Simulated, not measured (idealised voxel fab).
voxel released beams: a process module
Shown is cross-section cut, with a width of 260 nm and square cells of size 5 nm.
A cross-section in this document is a grid of square cells, and it is written down as bands, the top band listed before the ones below it; a band is made up of one or more rows of cells.
Within each band entry, the heights of the top and of the bottom of the band appear first, in that order and in nm; the materials of the band then follow from left to right, each with its corresponding width in nm. The designation "everywhere" on a single material indicates that it fills the band from edge to edge; the designation "empty" indicates empty space.
The reference from which all heights are counted is 0, the level beneath which the as-received wafer is entirely one material; the lowest band, having no lower bound, proceeds downward and is written after the example "top 0, no bottom".
Quick explanation for "30..40": the width changes in equal steps down the rows of cells, from the first number in the band's top row to the second number in its bottom row.
Any step labelled "no modifications" changed none of the cells in the cross-section.
Internal closed voids: empty space of 8 cells or more with no open way to the top, each as width x height at its distance from the left edge, in nm
If you see something after the settings on a step's line, that's the simulator's own remark about that step.
You can add "overlay nm" to a step's line. For a step with a mask, it describes how far the mask lay to the right of its planned position, and a negative number describes a lay to the left.

Steps planned for the process:
| 1 | RECEIVE [material Si] |
| 2 | CONFORMAL_DEP [material SiN] [thk nm 10] |
| 3 | DIRECTIONAL_DEP [material SiO2] [thk nm 10] |
| 4 | MASKED_ETCH [tone open] [mask id ANCHOR] [width nm 40] [etch materials SiO2] [depth nm 10] [overlay nm 0] |
| 5 | CONFORMAL_DEP [material TiN] [thk nm 15] |
| 6 | DIRECTIONAL_DEP [material aC] [thk nm 15] |
| 7 | PATTERN [tone cover] [mask id BEAM] [material resist] [width nm 110] [thk nm 30] [overlay nm 0] |
| 8 | DIRECTIONAL_ETCH [etch materials aC] [depth nm 15] |
| 9 | STRIP [etch materials resist] |
| 10 | DIRECTIONAL_ETCH [etch materials TiN] [depth nm 15] |
| 11 | STRIP [etch materials aC] |
| 12 | STRIP [etch materials SiO2] |

As-received state of the wafer in cross-section, equivalent to post-step 1:
- top 0, no bottom: Si everywhere
- Internal closed voids: none

Cross-section at module end, one run error; start and plan unchanged from above:
- top 50, bottom 35: empty 70 | TiN 110 | empty 80
- top 35, bottom 20: TiN everywhere
- top 20, bottom 10: SiO2 75 | TiN 40 | SiO2 145
- top 10, bottom 0: SiN everywhere
- top 0, no bottom: Si everywhere
- Internal closed voids: none
Here's what went sideways: plan step 5 was conducted twice
